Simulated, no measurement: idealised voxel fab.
process module | voxel air gaps
cross-section cut | 265 nm wide | cells 5 nm
A cross-section is a grid of square cells, given in bands from the top down. A band is one or more rows of cells.
Each band's line starts with the height of the band's top and of its bottom, in nm. Then come its materials from left to right, each with its width in nm. One material with "throughout" fills the band from edge to edge. "air" is empty space.
Height 0 is the level under which the wafer as received is all one material. The lowest band goes on downwards, as in "0 down".
A width such as "30 to 40" changes by the same amount from each row of cells to the next, from the band's top row to its bottom row.
"no change" after a step means that no cell of the cross-section changed.
closed voids: empty space of 8 cells or more with no open way to the top, each as width x height at its distance from the left edge, in nm
after a step's settings: what the simulator itself notes on the step
overlay nm, on a step with a mask: how far to the right of its planned place the mask lay; to the left if negative
plan
1 op RECEIVE | material Si
2 op CONFORMAL_DEP | material SiO2 | thk nm 15
3 op CONFORMAL_DEP | material SiCN | thk nm 5
4 op DIRECTIONAL_DEP | material lowk | thk nm 35
5 op MASKED_ETCH | tone open | mask id LINES | width nm 20 | pitch nm 50 | etch materials lowk | depth nm 35 | overlay nm 0
6 op CONFORMAL_DEP | material TiN | thk nm 5
7 op FILL_DEP | material Ru | thk nm 5
8 op CMP | height nm 55
9 op EPI | material Ru | thk nm 10
10 op SELECTIVE_ETCH | etch materials lowk | depth nm 45
11 op CONFORMAL_DEP | material SiCN | thk nm 5
as received, after step 1
  0 down: Si throughout
  closed voids: none
a wafer at the end: this start, this plan, one mistake
  80 to 75: air 45 | SiCN 170 | air 50
  75 to 55: air 45 | SiCN 5 | Ru 160 | SiCN 5 | air 50
  55 to 50: air 45 | SiCN 25 | TiN 5 | Ru 10 | TiN 5 | lowk 30 | TiN 5 | Ru 10 | TiN 5 | lowk 30 | TiN 5 | Ru 10 | TiN 5 | SiCN 25 | air 50
  50 to 25: air 65 | SiCN 5 | TiN 5 | Ru 10 | TiN 5 | lowk 30 | TiN 5 | Ru 10 | TiN 5 | lowk 30 | TiN 5 | Ru 10 | TiN 5 | SiCN 5 | air 70
  25 to 20: SiCN 70 | TiN 20 | lowk 30 | TiN 20 | lowk 30 | TiN 20 | SiCN 75
  20 to 15: SiCN throughout
  15 to 0: SiO2 throughout
  0 down: Si throughout
  closed voids: none
what went wrong: step 9 was run twice
